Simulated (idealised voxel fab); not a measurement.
Process module name: voxel transistor to metal
Shown is cross-section cut, with a width of 185 nm and square cells of size 5 nm.
Think of the cross-section as a grid of square cells. We describe it in bands, top to bottom, and each band covers one or more rows of those cells.
Read a band's entry like this: the first values are the height of its top and the height of its bottom in nm, and what follows is the sequence of materials from left to right, each with its width in nm. Note that "air" is empty space, and that a single material marked "all across" reaches across the band from edge to edge.
Basically, 0 is our baseline, since under it the wafer straight out of the box is all one material. The bottom band has no lower end and keeps on going down, so it looks like "0 and below".
The two numbers in a width such as "30..40" mark its ends across the band: the first belongs to the top row of cells, the second to the bottom row, and from each row to the next the width moves by the same amount.
When a step is marked "no modifications", none of the cells in the cross-section changed during that step.
Empty spaces counting at least 8 cells and having no open way to the top are listed in "Completely sealed voids". The notation width x height at distance is used for each, the distance being from the left edge and all three values in nm.
after a step's settings: what the simulator itself notes on the step
The line of a step may include "overlay nm". On a step with a mask, this value is how far to the right of its planned place the mask lay. A negative value means the mask lay to the left.
Process steps (planned)
1. RECEIVE (material Si)
2. OXIDIZE (depth nm 5)
3. CONFORMAL_DEP (material SiN; thk nm 10)
4. DIRECTIONAL_DEP (material aC; thk nm 10)
5. PATTERN (tone cover; mask id ACTIVE; material resist; width nm 95; thk nm 30; overlay nm 0)
6. DIRECTIONAL_ETCH (etch materials aC; depth nm 10)
7. STRIP (etch materials resist)
8. DIRECTIONAL_ETCH (etch materials SiN; depth nm 10)
9. DIRECTIONAL_ETCH (etch materials SiO2; depth nm 5)
10. DIRECTIONAL_ETCH (etch materials Si; depth nm 25)
11. STRIP (etch materials aC)
12. FILL_DEP (material SiO2; thk nm 10)
13. CMP (height nm 10)
14. SELECTIVE_ETCH (etch materials SiO2; depth nm 5)
15. STRIP (etch materials SiN)
16. SELECTIVE_ETCH (etch materials SiO2; depth nm 5)
17. OXIDIZE (depth nm 5)
18. DIRECTIONAL_DEP (material polySi; thk nm 20)
19. DIRECTIONAL_DEP (material SiCN; thk nm 15)
20. DIRECTIONAL_DEP (material aC; thk nm 10)
21. PATTERN (tone cover; mask id GATE; material resist; width nm 25; thk nm 30; overlay nm 0)
22. DIRECTIONAL_ETCH (etch materials aC; depth nm 10)
23. STRIP (etch materials resist)
24. DIRECTIONAL_ETCH (etch materials SiCN; depth nm 25)
25. DIRECTIONAL_ETCH (etch materials polySi; depth nm 30)
26. STRIP (etch materials aC)
27. CONFORMAL_DEP (material SiN; thk nm 10)
28. DIRECTIONAL_ETCH (etch materials SiN; depth nm 10)
29. DIRECTIONAL_ETCH (etch materials SiO2; depth nm 5)
30. EPI (material nSi; thk nm 5)
31. FILL_DEP (material SiO2; thk nm 5)
32. CMP (height nm 15)
33. STRIP (etch materials polySi)
34. SELECTIVE_ETCH (etch materials SiO2; depth nm 5)
35. CONFORMAL_DEP (material HfO2; thk nm 5)
36. CONFORMAL_DEP (material TiN; thk nm 5)
37. FILL_DEP (material W; thk nm 10)
38. CMP (height nm 10)
39. DIRECTIONAL_DEP (material SiO2; thk nm 15)
40. DIRECTIONAL_DEP (material aC; thk nm 10)
41. PATTERN (tone open; mask id CONTACT; material resist; width nm 15; pitch nm 70; thk nm 30; overlay nm 0)
42. DIRECTIONAL_ETCH (etch materials aC; depth nm 10)
43. STRIP (etch materials resist)
44. DIRECTIONAL_ETCH (etch materials SiO2; depth nm 30)
45. STRIP (etch materials aC)
46. CONFORMAL_DEP (material TiN; thk nm 5)
47. FILL_DEP (material W; thk nm 5)
48. CMP (height nm 25)
49. DIRECTIONAL_DEP (material TiN; thk nm 5)
50. DIRECTIONAL_DEP (material W; thk nm 15)
51. DIRECTIONAL_DEP (material aC; thk nm 15)
52. PATTERN (tone cover; mask id METAL_1; material resist; width nm 15; pitch nm 70; thk nm 35; overlay nm 0)
53. DIRECTIONAL_ETCH (etch materials aC; depth nm 15)
54. STRIP (etch materials resist)
55. DIRECTIONAL_ETCH (etch materials W; depth nm 15)
56. DIRECTIONAL_ETCH (etch materials TiN; depth nm 5)
57. STRIP (etch materials aC)
58. FILL_DEP (material lowk; thk nm 10)
59. CMP (height nm 45)
60. CONFORMAL_DEP (material SiCN; thk nm 5)
61. DIRECTIONAL_DEP (material SiO2; thk nm 35)
62. PATTERN (tone open; mask id METAL_2; material resist; width nm 15; pitch nm 70; thk nm 20; overlay nm 0)
63. DIRECTIONAL_ETCH (etch materials SiO2; depth nm 20)
64. STRIP (etch materials resist)
65. MASKED_ETCH (tone open; mask id METAL_2_HOLES; width nm 15; pitch nm 70; etch materials SiO2; depth nm 15; overlay nm 0)
66. MASKED_ETCH (tone open; mask id METAL_2_HOLES; width nm 15; pitch nm 70; etch materials SiCN; depth nm 5; overlay nm 0)
67. CONFORMAL_DEP (material TiN; thk nm 5)
68. FILL_DEP (material Cu; thk nm 10)
69. CMP (height nm 85)
70. CONFORMAL_DEP (material SiCN; thk nm 5)
Cross-section of the wafer as it came to us, i.e., already through step 1
- 0 and below | Si all across
- Completely sealed voids: none
Starting wafer: above. Plan: above. Run: one mistake. Cross-section after the module: below
- 90 down to 85 | SiCN all across
- 85 down to 50 | 50 nm SiO2; 5 nm TiN; 5 nm Cu; 5 nm TiN; 55 nm SiO2; 5 nm TiN; 5 nm Cu; 5 nm TiN; 50 nm SiO2
- 50 down to 45 | 50 nm SiCN; 15 nm TiN; 55 nm SiCN; 15 nm TiN; 50 nm SiCN
- 45 down to 30 | 50 nm lowk; 15 nm W; 55 nm lowk; 15 nm W; 50 nm lowk
- 30 down to 25 | 50 nm lowk; 15 nm TiN; 55 nm lowk; 15 nm TiN; 50 nm lowk
- 25 down to 10 | 50 nm SiO2; 5 nm TiN; 5 nm W; 5 nm TiN; 55 nm SiO2; 5 nm TiN; 5 nm W; 5 nm TiN; 50 nm SiO2
- 10 down to 0 | 50 nm SiO2; 5 nm TiN; 5 nm W; 5 nm TiN; 5 nm SiO2; 10 nm SiN; 5 nm HfO2; 5 nm TiN; 5 nm Cu; 5 nm TiN; 5 nm HfO2; 10 nm SiN; 5 nm SiO2; 5 nm TiN; 5 nm W; 5 nm TiN; 50 nm SiO2
- 0 down to -5 | 40 nm SiO2; 10 nm SiN; 15 nm TiN; 5 nm SiO2; 10 nm SiN; 5 nm HfO2; 15 nm TiN; 5 nm HfO2; 10 nm SiN; 5 nm SiO2; 15 nm TiN; 10 nm SiN; 40 nm SiO2
- -5 down to -10 | 50 nm SiO2; 20 nm nSi; 5 nm SiO2; 35 nm HfO2; 5 nm SiO2; 20 nm nSi; 50 nm SiO2
- -10 down to -30 | 45 nm SiO2; 95 nm Si; 45 nm SiO2
- -30 and below | Si all across
- Completely sealed voids: none
Here's what went sideways: the process deviated at step 37: the operation and settings actually run there were FILL_DEP (material Cu; thk nm 10)
